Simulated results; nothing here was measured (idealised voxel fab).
Process module name: voxel self aligned vias
Cross-section cut: width 220 nm, square cells of 5 nm.
We lay out every cross-section as a grid of square cells and spell it out in bands from the top down, where one band means one or more rows of cells.
Heights first: top, then bottom, in nm. Then materials, left to right, each with a width in nm. "everywhere" on a single material: fills the band edge to edge. "blank": empty space.
Below 0: as-received wafer, all one material; heights counted from there. Lowest band: no bottom, goes on down, written "from 0 down".
The two numbers in a width such as "30->40" mark its ends across the band: the first belongs to the top row of cells, the second to the bottom row, and from each row to the next the width moves by the same amount.
"no modification" (step): cross-section cells unchanged, all of them.
"Enclosed void list": empty spaces of 8 cells or more with no open way to the top, each given as width x height at distance, distance from the left edge, all in nm.
Heads up: the bit after the settings on a step's line is the simulator's remark on that step.
When a step includes a mask, the "overlay nm" setting on its line states how far to the right of its planned place that mask lay, and negative values state how far to the left.
Process steps - plan:
1,RECEIVE (material Si)
2,CONFORMAL_DEP (material SiO2; thk nm 10)
3,CONFORMAL_DEP (material SiCN; thk nm 5)
4,DIRECTIONAL_DEP (material lowk; thk nm 25)
5,PATTERN (tone open; mask id LINES; material resist; width nm 20; pitch nm 65; thk nm 15; overlay nm 0)
6,DIRECTIONAL_ETCH (etch materials lowk; depth nm 25)
7,STRIP (etch materials resist)
8,CONFORMAL_DEP (material TiN; thk nm 5)
9,FILL_DEP (material Ru; thk nm 10)
10,CMP (height nm 40)
11,SELECTIVE_ETCH (etch materials W Ru TiN; depth nm 10)
12,FILL_DEP (material SiN; thk nm 10)
13,CMP (height nm 40)
14,DIRECTIONAL_DEP (material lowk; thk nm 20)
15,DIRECTIONAL_DEP (material aC; thk nm 10)
16,PATTERN (tone open; mask id VIAS; material resist; width nm 40; thk nm 25; overlay nm 0)
17,DIRECTIONAL_ETCH (etch materials aC; depth nm 10)
18,STRIP (etch materials resist)
19,DIRECTIONAL_ETCH (etch materials lowk; depth nm 20)
20,DIRECTIONAL_ETCH (etch materials SiN; depth nm 10)
21,STRIP (etch materials aC)
22,CONFORMAL_DEP (material TiN; thk nm 5)
23,FILL_DEP (material W; thk nm 5)
24,CMP (height nm 60)
25,CONFORMAL_DEP (material SiCN; thk nm 5)
The first of a set of two wafers, run to plan:
Cross-section of the incoming wafer, state after step 1:
> from 0 down | Si everywhere
> Enclosed void list: none
State of the wafer after step 2, shown in cross-section:
> from 10 to 0 | SiO2 everywhere
> Below 0, no change.
State of the wafer after step 3, shown in cross-section:
> from 15 to 10 | SiCN everywhere
> Below 10, no change.
State of the wafer after step 4, shown in cross-section:
> from 40 to 15 | lowk everywhere
> Below 15, no change.
State of the wafer after step 5, shown in cross-section:
> from 55 to 40 | resist: 65  blank: 20  resist: 45  blank: 20  resist: 70
> Below 40, no change.
State of the wafer after step 6, shown in cross-section:
> from 55 to 40 | resist: 65  blank: 20  resist: 45  blank: 20  resist: 70
> from 40 to 15 | lowk: 65  blank: 20  lowk: 45  blank: 20  lowk: 70
> Below 15, no change.
State of the wafer after step 7, shown in cross-section:
> from 40 to 15 | lowk: 65  blank: 20  lowk: 45  blank: 20  lowk: 70
> Below 15, no change.
State of the wafer after step 8, shown in cross-section:
> from 45 to 40 | TiN: 70  blank: 10  TiN: 55  blank: 10  TiN: 75
> from 40 to 20 | lowk: 65  TiN: 5  blank: 10  TiN: 5  lowk: 45  TiN: 5  blank: 10  TiN: 5  lowk: 70
> from 20 to 15 | lowk: 65  TiN: 20  lowk: 45  TiN: 20  lowk: 70
> Below 15, no change.
State of the wafer after step 9, shown in cross-section:
> from 55 to 45 | Ru everywhere
> from 45 to 40 | TiN: 70  Ru: 10  TiN: 55  Ru: 10  TiN: 75
> from 40 to 20 | lowk: 65  TiN: 5  Ru: 10  TiN: 5  lowk: 45  TiN: 5  Ru: 10  TiN: 5  lowk: 70
> Below 20, no change.
State of the wafer after step 10, shown in cross-section:
> from 40 to 20 | lowk: 65  TiN: 5  Ru: 10  TiN: 5  lowk: 45  TiN: 5  Ru: 10  TiN: 5  lowk: 70
> Below 20, no change.
State of the wafer after step 11, shown in cross-section:
> from 40 to 30 | lowk: 65  blank: 20  lowk: 45  blank: 20  lowk: 70
> Below 30, no change.
State of the wafer after step 12, shown in cross-section:
> from 50 to 40 | SiN everywhere
> from 40 to 30 | lowk: 65  SiN: 20  lowk: 45  SiN: 20  lowk: 70
> Below 30, no change.
State of the wafer after step 13, shown in cross-section:
> from 40 to 30 | lowk: 65  SiN: 20  lowk: 45  SiN: 20  lowk: 70
> Below 30, no change.
State of the wafer after step 14, shown in cross-section:
> from 60 to 40 | lowk everywhere
> Below 40, no change.
State of the wafer after step 15, shown in cross-section:
> from 70 to 60 | aC everywhere
> Below 60, no change.
State of the wafer after step 16, shown in cross-section:
> from 95 to 70 | resist: 55  blank: 40  resist: 125
> Below 70, no change.
State of the wafer after step 17, shown in cross-section:
> from 85 to 70 | resist: 55  blank: 40  resist: 125
> from 70 to 60 | aC: 55  blank: 40  aC: 125
> Below 60, no change.
State of the wafer after step 18, shown in cross-section:
> from 70 to 60 | aC: 55  blank: 40  aC: 125
> Below 60, no change.
State of the wafer after step 19, shown in cross-section:
> from 70 to 60 | aC: 55  blank: 40  aC: 125
> from 60 to 40 | lowk: 55  blank: 40  lowk: 125
> Below 40, no change.
State of the wafer after step 20, shown in cross-section:
> from 70 to 60 | aC: 55  blank: 40  aC: 125
> from 60 to 40 | lowk: 55  blank: 40  lowk: 125
> from 40 to 30 | lowk: 65  blank: 20  lowk: 45  SiN: 20  lowk: 70
> Below 30, no change.
State of the wafer after step 21, shown in cross-section:
> from 60 to 40 | lowk: 55  blank: 40  lowk: 125
> Below 40, no change.
State of the wafer after step 22, shown in cross-section:
> from 65 to 60 | TiN: 60  blank: 30  TiN: 130
> from 60 to 45 | lowk: 55  TiN: 5  blank: 30  TiN: 5  lowk: 125
> from 45 to 40 | lowk: 55  TiN: 15  blank: 10  TiN: 15  lowk: 125
> from 40 to 35 | lowk: 65  TiN: 5  blank: 10  TiN: 5  lowk: 45  SiN: 20  lowk: 70
> from 35 to 30 | lowk: 65  TiN: 20  lowk: 45  SiN: 20  lowk: 70
> Below 30, no change.
State of the wafer after step 23, shown in cross-section:
> from 70 to 65 | W everywhere
> from 65 to 60 | TiN: 60  W: 30  TiN: 130
> from 60 to 45 | lowk: 55  TiN: 5  W: 30  TiN: 5  lowk: 125
> from 45 to 40 | lowk: 55  TiN: 15  W: 10  TiN: 15  lowk: 125
> from 40 to 35 | lowk: 65  TiN: 5  W: 10  TiN: 5  lowk: 45  SiN: 20  lowk: 70
> Below 35, no change.
State of the wafer after step 24, shown in cross-section:
> from 60 to 45 | lowk: 55  TiN: 5  W: 30  TiN: 5  lowk: 125
> Below 45, no change.
State of the wafer after step 25, shown in cross-section:
> from 65 to 60 | SiCN everywhere
> Below 60, no change.
Here the second wafer is described. Its start and its plan were those of the first wafer. Its run contained one mistake. Up to and including step 18, it did exactly what the first wafer did:
Second wafer shown in cross-section at the time step 19 was slated to end:
> from 70 to 60 | aC: 55  blank: 40  aC: 125
> from 60 to 40 | lowk: 55  blank: 40  lowk: 125
> from 40 to 30 | lowk: 55  blank: 10  SiN: 20  blank: 10  lowk: 35  SiN: 20  lowk: 70
> from 30 to 20 | lowk: 55  blank: 10  TiN: 5  Ru: 10  TiN: 5  blank: 10  lowk: 35  TiN: 5  Ru: 10  TiN: 5  lowk: 70
> Below 20, no change.
Second wafer shown in cross-section at the time step 20 was slated to end:
> from 70 to 60 | aC: 55  blank: 40  aC: 125
> from 60 to 40 | lowk: 55  blank: 40  lowk: 125
> from 40 to 30 | lowk: 55  blank: 40  lowk: 35  SiN: 20  lowk: 70
> Below 30, no change.
Second wafer shown in cross-section at the time step 21 was slated to end:
> from 60 to 40 | lowk: 55  blank: 40  lowk: 125
> Below 40, no change.
Second wafer shown in cross-section at the time step 22 was slated to end:
> from 65 to 60 | TiN: 60  blank: 30  TiN: 130
> from 60 to 40 | lowk: 55  TiN: 5  blank: 30  TiN: 5  lowk: 125
> from 40 to 35 | lowk: 55  TiN: 5  blank: 30  TiN: 5  lowk: 35  SiN: 20  lowk: 70
> from 35 to 30 | lowk: 55  TiN: 40  lowk: 35  SiN: 20  lowk: 70
> from 30 to 20 | lowk: 55  TiN: 15  Ru: 10  TiN: 15  lowk: 35  TiN: 5  Ru: 10  TiN: 5  lowk: 70
> Below 20, no change.
Second wafer shown in cross-section at the time step 23 was slated to end:
> from 70 to 65 | W everywhere
> from 65 to 60 | TiN: 60  W: 30  TiN: 130
> from 60 to 40 | lowk: 55  TiN: 5  W: 30  TiN: 5  lowk: 125
> from 40 to 35 | lowk: 55  TiN: 5  W: 30  TiN: 5  lowk: 35  SiN: 20  lowk: 70
> Below 35, no change.
Second wafer shown in cross-section at the time step 24 was slated to end:
> from 60 to 40 | lowk: 55  TiN: 5  W: 30  TiN: 5  lowk: 125
> Below 40, no change.
Second wafer shown in cross-section at the time step 25 was slated to end:
> from 65 to 60 | SiCN everywhere
> Below 60, no change.
Processing error: the plan had its step 19 run twice
Final difference in cells, second wafer against first, listed per material as more or fewer: +8 TiN | +8 W | -16 lowk
